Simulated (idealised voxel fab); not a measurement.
process module | voxel air gaps
cross-section cut | 225 nm wide | cells 5 nm
A cross-section is a grid of square cells, given in bands from the top down. A band is one or more rows of cells.
Each band's line starts with the height of the band's top and of its bottom, in nm. Then come its materials from left to right, each with its width in nm. One material with "throughout" fills the band from edge to edge. "air" is empty space.
Height 0 is the level under which the wafer as received is all one material. The lowest band goes on downwards, as in "0 down".
A width such as "30 to 40" changes by the same amount from each row of cells to the next, from the band's top row to its bottom row.
"no change" after a step means that no cell of the cross-section changed.
closed voids: empty space of 8 cells or more with no open way to the top, each as width x height at its distance from the left edge, in nm
after a step's settings: what the simulator itself notes on the step
overlay nm, on a step with a mask: how far to the right of its planned place the mask lay; to the left if negative
plan
1 op RECEIVE | material Si
2 op CONFORMAL_DEP | material SiO2 | thk nm 15
3 op CONFORMAL_DEP | material SiN | thk nm 5
4 op DIRECTIONAL_DEP | material lowk | thk nm 30
5 op DIRECTIONAL_DEP | material aC | thk nm 10
6 op PATTERN | tone open | mask id LINES | material resist | width nm 15 | pitch nm 40 | thk nm 25 | overlay nm 0
7 op DIRECTIONAL_ETCH | etch materials aC | depth nm 10
8 op STRIP | etch materials resist
9 op DIRECTIONAL_ETCH | etch materials lowk | depth nm 30
10 op STRIP | etch materials aC
11 op CONFORMAL_DEP | material TiN | thk nm 5
12 op FILL_DEP | material W | thk nm 10
13 op CMP | height nm 50
14 op EPI | material Ru | thk nm 10
15 op SELECTIVE_ETCH | etch materials lowk | depth nm 40
16 op CONFORMAL_DEP | material SiCN | thk nm 5
as received, after step 1
  0 down: Si throughout
  closed voids: none
a wafer at the end: this start, this plan, one mistake
  65 to 60: air 30 | SiCN 165 | air 30
  60 to 50: air 30 | SiCN 5 | Ru 35 | SiCN 5 | Ru 35 | SiCN 5 | Ru 35 | SiCN 5 | Ru 35 | SiCN 5 | air 30
  50 to 45: air 30 | SiCN 15 | TiN 5 | W 5 | TiN 5 | SiCN 25 | TiN 5 | W 5 | TiN 5 | SiCN 25 | TiN 5 | W 5 | TiN 5 | SiCN 25 | TiN 5 | W 5 | TiN 5 | SiCN 15 | air 30
  45 to 25: air 40 | SiCN 5 | TiN 5 | W 5 | TiN 5 | SiCN 5 | air 15 | SiCN 5 | TiN 5 | W 5 | TiN 5 | SiCN 5 | air 15 | SiCN 5 | TiN 5 | W 5 | TiN 5 | SiCN 5 | air 15 | SiCN 5 | TiN 5 | W 5 | TiN 5 | SiCN 5 | air 40
  25 to 20: SiCN 45 | TiN 15 | SiCN 25 | TiN 15 | SiCN 25 | TiN 15 | SiCN 25 | TiN 15 | SiCN 45
  20 to 5: SiO2 throughout
  5 to 0: SiN throughout
  0 down: Si throughout
  closed voids: 15 x 20 at 65; 15 x 20 at 105; 15 x 20 at 145
what went wrong: steps 2 and 3 were swapped
